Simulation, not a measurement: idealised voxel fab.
The following process module bears the name voxel self aligned contacts.
Cross-section cut: width 230 nm, square cells of 5 nm.
In this document a cross-section is written as a grid of square cells. It is given as a series of bands, listed from the top down, and a band is one or more rows of cells. In this notation a band is specified by the heights of its top and bottom, in that order and in nm, after which its materials appear from left to right, each paired with its width in nm. The word "all across" attached to a single material means that material fills the band from edge to edge; the word "blank" stands for empty space. Height 0 is the level under which the wafer as received is all one material. The lowest band goes on downwards, as in "top 0, no bottom". Quick explanation for "30->40": the width changes in equal steps down the rows of cells, from the first number in the band's top row to the second number in its bottom row. "remained the same" -> step changed no cross-section cell. "Closed void inventory" means: voids of 8 cells or more that are shut off from the top with no open way through. Written width x height at distance, distance from the left edge, in nm. Step line, after settings: the simulator's comment on this step. overlay nm: mask offset rightward from planned place, masked step; negative means leftward offset.

[plan]
step 1: RECEIVE, material Si
step 2: CONFORMAL_DEP, material SiO2, thk nm 5
step 3: DIRECTIONAL_DEP, material polySi, thk nm 30
step 4: DIRECTIONAL_DEP, material SiN, thk nm 20
step 5: PATTERN, tone cover, mask id GATE, material resist, width nm 35, pitch nm 60, thk nm 15, overlay nm 0
step 6: DIRECTIONAL_ETCH, etch materials SiN, depth nm 20
step 7: DIRECTIONAL_ETCH, etch materials polySi, depth nm 30
step 8: STRIP, etch materials resist
step 9: CONFORMAL_DEP, material SiN, thk nm 5
step 10: DIRECTIONAL_ETCH, etch materials SiN, depth nm 5
step 11: FILL_DEP, material SiO2, thk nm 20
step 12: CMP, height nm 65
step 13: PATTERN, tone open, mask id CONTACT, material resist, width nm 35, thk nm 15, overlay nm 0
step 14: DIRECTIONAL_ETCH, etch materials SiO2, depth nm 65
step 15: STRIP, etch materials resist
step 16: CONFORMAL_DEP, material TiN, thk nm 5
step 17: FILL_DEP, material Ru, thk nm 10
step 18: CMP, height nm 65
step 19: CONFORMAL_DEP, material SiCN, thk nm 5

[Cross-section of the wafer at receipt, which is the condition after step 1]
> top 0, no bottom  Si all across
> Closed void inventory: none

[Looking at the first of two wafers in cross-section at end of module - ran to plan]
> top 70, bottom 65  SiCN all across
> top 65, bottom 55  95 of SiO2 | 5->15 of TiN | 25->5 of Ru | 5->15 of TiN | 100 of SiO2
> top 55, bottom 35  60 of SiO2 | 45 of SiN | 5 of TiN | 5 of Ru | 5 of TiN | 45 of SiN | 65 of SiO2
> top 35, bottom 5  60 of SiO2 | 5 of SiN | 35 of polySi | 5 of SiN | 5 of TiN | 5 of Ru | 5 of TiN | 5 of SiN | 35 of polySi | 5 of SiN | 65 of SiO2
> top 5, bottom 0  105 of SiO2 | 15 of TiN | 110 of SiO2
> top 0, no bottom  Si all across
> Closed void inventory: none

[The second wafer, shown in cross-section after the module: started the same way as the first and given the same plan, yet one mistake crept into how it was run]
> top 70, bottom 65  SiCN all across
> top 65, bottom 55  95 of SiO2 | 5 of TiN | 25 of Ru | 5 of TiN | 100 of SiO2
> top 55, bottom 50  95 of SiO2 | 15 of TiN | 5 of Ru | 15 of TiN | 100 of SiO2
> top 50, bottom 30  60 of SiO2 | 45 of SiN | 5 of TiN | 5 of Ru | 5 of TiN | 45 of SiN | 65 of SiO2
> top 30, bottom 5  60 of SiO2 | 5 of SiN | 35 of polySi | 5 of SiN | 5 of TiN | 5 of Ru | 5 of TiN | 5 of SiN | 35 of polySi | 5 of SiN | 65 of SiO2
> top 5, bottom 0  60 of SiO2 | 5 of SiN | 35 of polySi | 5 of SiN | 15 of TiN | 5 of SiN | 35 of polySi | 5 of SiN | 65 of SiO2
> top 0, no bottom  Si all across
> Closed void inventory: none
It is concluded that the wafer was processed incorrectly with respect to the plan, in that step 2 of the plan never got run, it was skipped over
At the finish, the second wafer shows more or fewer cells for some materials than the first does: Ru +4, SiO2 -4
